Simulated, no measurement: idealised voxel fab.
Process module heading - voxel capacitor over wiring
Cross-sectional view cut (width: 165 nm; square cell size: 5 nm).
If you're reading a cross-section in this doc, picture square cells in a grid; it comes to you as bands, top ones listed first down to the bottom, and a band can be one or more rows of cells. The band entry comprises the height of the band's top followed by the height of its bottom, expressed in nm, and subsequently the band's materials from left to right, each stated together with its width in nm. Where a single material is marked with the word "edge to edge", that material fills the band from edge to edge. The word "empty" represents empty space. We count height from 0. Below that, the starting wafer is all one material. The lowest band never ends at the bottom but goes on down; see "z 0 and below" for how that is written. Width "30 to 40": first value at the band's top row of cells, second value at its bottom row, equal change from row to row. For the purposes of this document, the phrase "changes: none" attached to a step denotes that no cell within the cross-section was modified by that step. Entry "Internal closed voids". Content: empty spaces with no open connection to the top, size 8 cells or greater. Each: width x height at distance. Distance: from left edge. Unit: nm. It should be noted that, on the line of a given step, the content following the step's settings is a remark produced by the simulator itself with respect to that step. Steps that use a mask can have "overlay nm" on their line. It says how far the mask sat to the right of where it was meant to be. Negative means to the left.
**This section lists the process steps that were planned**
| 1 | op RECEIVE | material Si |
| 2 | op CONFORMAL_DEP | material SiO2 | thk nm 10 |
| 3 | op DIRECTIONAL_DEP | material TiN | thk nm 5 |
| 4 | op DIRECTIONAL_DEP | material W | thk nm 15 |
| 5 | op PATTERN | tone cover | mask id METAL_1 | material resist | width nm 30 | pitch nm 85 | thk nm 15 | overlay nm 0 |
| 6 | op DIRECTIONAL_ETCH | etch materials W | depth nm 15 |
| 7 | op DIRECTIONAL_ETCH | etch materials TiN | depth nm 5 |
| 8 | op STRIP | etch materials resist |
| 9 | op FILL_DEP | material SiO2 | thk nm 5 |
| 10 | op CMP | height nm 30 |
| 11 | op CONFORMAL_DEP | material SiCN | thk nm 5 |
| 12 | op DIRECTIONAL_DEP | material SiO2 | thk nm 10 |
| 13 | op MASKED_ETCH | tone open | mask id PLUG_1 | width nm 15 | etch materials SiO2 | depth nm 10 | overlay nm 0 |
| 14 | op MASKED_ETCH | tone open | mask id PLUG_1 | width nm 15 | etch materials SiCN | depth nm 5 | overlay nm 0 |
| 15 | op EPI | material Ru | thk nm 10 |
| 16 | op EPI | material Ru | thk nm 5 |
| 17 | op DIRECTIONAL_DEP | material TiN | thk nm 5 |
| 18 | op DIRECTIONAL_DEP | material SiN | thk nm 5 |
| 19 | op DIRECTIONAL_DEP | material TiN | thk nm 5 |
| 20 | op MASKED_ETCH | tone cover | mask id UPPER_PLATE | width nm 60 | etch materials TiN | depth nm 5 | overlay nm 0 |
| 21 | op MASKED_ETCH | tone cover | mask id UPPER_PLATE | width nm 60 | etch materials SiN | depth nm 5 | overlay nm 0 |
| 22 | op MASKED_ETCH | tone cover | mask id LOWER_PLATE | width nm 70 | etch materials TiN | depth nm 5 | overlay nm 0 |
| 23 | op FILL_DEP | material SiO2 | thk nm 20 |
| 24 | op CMP | height nm 75 |
| 25 | op PATTERN | tone open | mask id PLUG_2 | material resist | width nm 15 | thk nm 20 | overlay nm 0 |
| 26 | op DIRECTIONAL_ETCH | etch materials SiO2 | depth nm 15 |
| 27 | op STRIP | etch materials resist |
| 28 | op CONFORMAL_DEP | material TiN | thk nm 5 |
| 29 | op FILL_DEP | material W | thk nm 5 |
| 30 | op CMP | height nm 75 |
| 31 | op CONFORMAL_DEP | material SiN | thk nm 5 |
**Wafer, first of two, run as planned**
**Wafer cross-section on receipt, i.e. after step 1**
    z 0 and below | Si edge to edge
    Internal closed voids: none
**Cross-section through the wafer, step 2 finished**
    z 10 to 0 | SiO2 edge to edge
    All layers under 0 are left as they were.
**Cross-section through the wafer, step 3 finished**
    z 15 to 10 | TiN edge to edge
    All layers under 10 are left as they were.
**Cross-section through the wafer, step 4 finished**
    z 30 to 15 | W edge to edge
    All layers under 15 are left as they were.
**Cross-section through the wafer, step 5 finished**
    z 45 to 30 | empty 25; resist 30; empty 55; resist 30; empty 25
    All layers under 30 are left as they were.
**Cross-section through the wafer, step 6 finished**
    z 45 to 30 | empty 25; resist 30; empty 55; resist 30; empty 25
    z 30 to 15 | empty 25; W 30; empty 55; W 30; empty 25
    All layers under 15 are left as they were.
**Cross-section through the wafer, step 7 finished**
    z 45 to 30 | empty 25; resist 30; empty 55; resist 30; empty 25
    z 30 to 15 | empty 25; W 30; empty 55; W 30; empty 25
    z 15 to 10 | empty 25; TiN 30; empty 55; TiN 30; empty 25
    All layers under 10 are left as they were.
**Cross-section through the wafer, step 8 finished**
    z 30 to 15 | empty 25; W 30; empty 55; W 30; empty 25
    All layers under 15 are left as they were.
**Cross-section through the wafer, step 9 finished**
    z 35 to 30 | SiO2 edge to edge
    z 30 to 15 | SiO2 25; W 30; SiO2 55; W 30; SiO2 25
    z 15 to 10 | SiO2 25; TiN 30; SiO2 55; TiN 30; SiO2 25
    All layers under 10 are left as they were.
**Cross-section through the wafer, step 10 finished**
    z 30 to 15 | SiO2 25; W 30; SiO2 55; W 30; SiO2 25
    All layers under 15 are left as they were.
**Cross-section through the wafer, step 11 finished**
    z 35 to 30 | SiCN edge to edge
    All layers under 30 are left as they were.
**Cross-section through the wafer, step 12 finished**
    z 45 to 35 | SiO2 edge to edge
    All layers under 35 are left as they were.
**Cross-section through the wafer, step 13 finished**
    z 45 to 35 | SiO2 40; empty 15; SiO2 110
    All layers under 35 are left as they were.
**Cross-section through the wafer, step 14 finished**
    z 45 to 35 | SiO2 40; empty 15; SiO2 110
    z 35 to 30 | SiCN 40; empty 15; SiCN 110
    All layers under 30 are left as they were.
**Cross-section through the wafer, step 15 finished**
    z 45 to 40 | SiO2 40; empty 15; SiO2 110
    z 40 to 35 | SiO2 40; Ru 15; SiO2 110
    z 35 to 30 | SiCN 40; Ru 15; SiCN 110
    All layers under 30 are left as they were.
**Cross-section through the wafer, step 16 finished**
    z 45 to 35 | SiO2 40; Ru 15; SiO2 110
    All layers under 35 are left as they were.
**Cross-section through the wafer, step 17 finished**
    z 50 to 45 | TiN edge to edge
    All layers under 45 are left as they were.
**Cross-section through the wafer, step 18 finished**
    z 55 to 50 | SiN edge to edge
    All layers under 50 are left as they were.
**Cross-section through the wafer, step 19 finished**
    z 60 to 55 | TiN edge to edge
    All layers under 55 are left as they were.
**Cross-section through the wafer, step 20 finished**
    z 60 to 55 | empty 40; TiN 60; empty 65
    All layers under 55 are left as they were.
**Cross-section through the wafer, step 21 finished**
    z 60 to 55 | empty 40; TiN 60; empty 65
    z 55 to 50 | empty 40; SiN 60; empty 65
    All layers under 50 are left as they were.
**Cross-section through the wafer, step 22 finished**
    z 60 to 55 | empty 40; TiN 60; empty 65
    z 55 to 50 | empty 40; SiN 60; empty 65
    z 50 to 45 | empty 35; TiN 70; empty 60
    All layers under 45 are left as they were.
**Cross-section through the wafer, step 23 finished**
    z 80 to 60 | SiO2 edge to edge
    z 60 to 55 | SiO2 40; TiN 60; SiO2 65
    z 55 to 50 | SiO2 40; SiN 60; SiO2 65
    z 50 to 45 | SiO2 35; TiN 70; SiO2 60
    All layers under 45 are left as they were.
**Cross-section through the wafer, step 24 finished**
    z 75 to 60 | SiO2 edge to edge
    All layers under 60 are left as they were.
**Cross-section through the wafer, step 25 finished**
    z 95 to 75 | resist 50; empty 15; resist 100
    All layers under 75 are left as they were.
**Cross-section through the wafer, step 26 finished**
    z 95 to 75 | resist 50; empty 15; resist 100
    z 75 to 60 | SiO2 50; empty 15; SiO2 100
    All layers under 60 are left as they were.
**Cross-section through the wafer, step 27 finished**
    z 75 to 60 | SiO2 50; empty 15; SiO2 100
    All layers under 60 are left as they were.
**Cross-section through the wafer, step 28 finished**
    z 80 to 75 | TiN 55; empty 5; TiN 105
    z 75 to 65 | SiO2 50; TiN 5; empty 5; TiN 5; SiO2 100
    z 65 to 55 | SiO2 50 to 40; TiN 15 to 60; SiO2 100 to 65
    All layers under 55 are left as they were.
**Cross-section through the wafer, step 29 finished**
    z 85 to 80 | W edge to edge
    z 80 to 75 | TiN 55; W 5; TiN 105
    z 75 to 65 | SiO2 50; TiN 5; W 5; TiN 5; SiO2 100
    All layers under 65 are left as they were.
**Cross-section through the wafer, step 30 finished**
    z 75 to 65 | SiO2 50; TiN 5; W 5; TiN 5; SiO2 100
    All layers under 65 are left as they were.
**Cross-section through the wafer, step 31 finished**
    z 80 to 75 | SiN edge to edge
    All layers under 75 are left as they were.
**Companion wafer, the second of two: same beginning, same intended sequence, one mistake in carrying it out; through step 14 inclusive it tracks the first exactly**
**Cross-section of the second wafer at the time by which step 15 should have been completed according to the plan**
    z 50 to 45 | empty 35; Ru 25; empty 105
    z 45 to 35 | SiO2 40; Ru 15; SiO2 110
    z 35 to 30 | SiCN 40; Ru 15; SiCN 110
    All layers under 30 are left as they were.
**Cross-section of the second wafer at the time by which step 16 should have been completed according to the plan**
    z 55 to 45 | empty 30; Ru 35; empty 100
    All layers under 45 are left as they were.
**Cross-section of the second wafer at the time by which step 17 should have been completed according to the plan**
    z 60 to 55 | empty 30; TiN 35; empty 100
    z 55 to 50 | empty 30; Ru 35; empty 100
    z 50 to 45 | TiN 30; Ru 35; TiN 100
    All layers under 45 are left as they were.
**Cross-section of the second wafer at the time by which step 18 should have been completed according to the plan**
    z 65 to 60 | empty 30; SiN 35; empty 100
    z 60 to 55 | empty 30; TiN 35; empty 100
    z 55 to 50 | SiN 30; Ru 35; SiN 100
    All layers under 50 are left as they were.
**Cross-section of the second wafer at the time by which step 19 should have been completed according to the plan**
    z 70 to 65 | empty 30; TiN 35; empty 100
    z 65 to 60 | empty 30; SiN 35; empty 100
    z 60 to 55 | TiN edge to edge
    All layers under 55 are left as they were.
**Cross-section of the second wafer at the time by which step 20 should have been completed according to the plan**
    z 70 to 65 | empty 40; TiN 25; empty 100
    z 65 to 60 | empty 30; SiN 35; empty 100
    z 60 to 55 | empty 30; TiN 70; empty 65
    All layers under 55 are left as they were.
**Cross-section of the second wafer at the time by which step 21 should have been completed according to the plan**
    z 70 to 65 | empty 40; TiN 25; empty 100
    z 65 to 60 | empty 40; SiN 25; empty 100
    z 60 to 55 | empty 30; TiN 70; empty 65
    z 55 to 50 | empty 30; Ru 35; SiN 35; empty 65
    All layers under 50 are left as they were.
**Cross-section of the second wafer at the time by which step 22 should have been completed according to the plan**
    z 70 to 65 | empty 40; TiN 25; empty 100
    z 65 to 60 | empty 40; SiN 25; empty 100
    z 60 to 55 | empty 35; TiN 65; empty 65
    z 55 to 50 | empty 30; Ru 35; SiN 35; empty 65
    z 50 to 45 | empty 30; Ru 35; TiN 40; empty 60
    All layers under 45 are left as they were.
**Cross-section of the second wafer at the time by which step 23 should have been completed according to the plan**
    z 90 to 70 | SiO2 edge to edge
    z 70 to 65 | SiO2 40; TiN 25; SiO2 100
    z 65 to 60 | SiO2 40; SiN 25; SiO2 100
    z 60 to 55 | SiO2 35; TiN 65; SiO2 65
    z 55 to 50 | SiO2 30; Ru 35; SiN 35; SiO2 65
    z 50 to 45 | SiO2 30; Ru 35; TiN 40; SiO2 60
    All layers under 45 are left as they were.
**Cross-section of the second wafer at the time by which step 24 should have been completed according to the plan**
    z 75 to 70 | SiO2 edge to edge
    All layers under 70 are left as they were.
**Cross-section of the second wafer at the time by which step 25 should have been completed according to the plan**
    z 95 to 75 | resist 50; empty 15; resist 100
    All layers under 75 are left as they were.
**Cross-section of the second wafer at the time by which step 26 should have been completed according to the plan**
    z 95 to 75 | resist 50; empty 15; resist 100
    z 75 to 70 | SiO2 50; empty 15; SiO2 100
    All layers under 70 are left as they were.
**Cross-section of the second wafer at the time by which step 27 should have been completed according to the plan**
    z 75 to 70 | SiO2 50; empty 15; SiO2 100
    All layers under 70 are left as they were.
**Cross-section of the second wafer at the time by which step 28 should have been completed according to the plan**
    z 80 to 75 | TiN 55; empty 5; TiN 105
    z 75 to 65 | SiO2 50 to 40; TiN 15 to 25; SiO2 100
    All layers under 65 are left as they were.
**Cross-section of the second wafer at the time by which step 29 should have been completed according to the plan**
    z 85 to 80 | W edge to edge
    z 80 to 75 | TiN 55; W 5; TiN 105
    All layers under 75 are left as they were.
**Cross-section of the second wafer at the time by which step 30 should have been completed according to the plan**
    z 75 to 65 | SiO2 50 to 40; TiN 15 to 25; SiO2 100
    All layers under 65 are left as they were.
**Cross-section of the second wafer at the time by which step 31 should have been completed according to the plan**
    z 80 to 75 | SiN edge to edge
    All layers under 75 are left as they were.
The mistake made against the process plan was this: step 15 of the plan saw execution twice
Bottom line after processing is that, in cells, the second wafer is up or down on some materials versus the first: Ru: 14 more; SiO2: 8 fewer; TiN: 4 fewer; W: 2 fewer
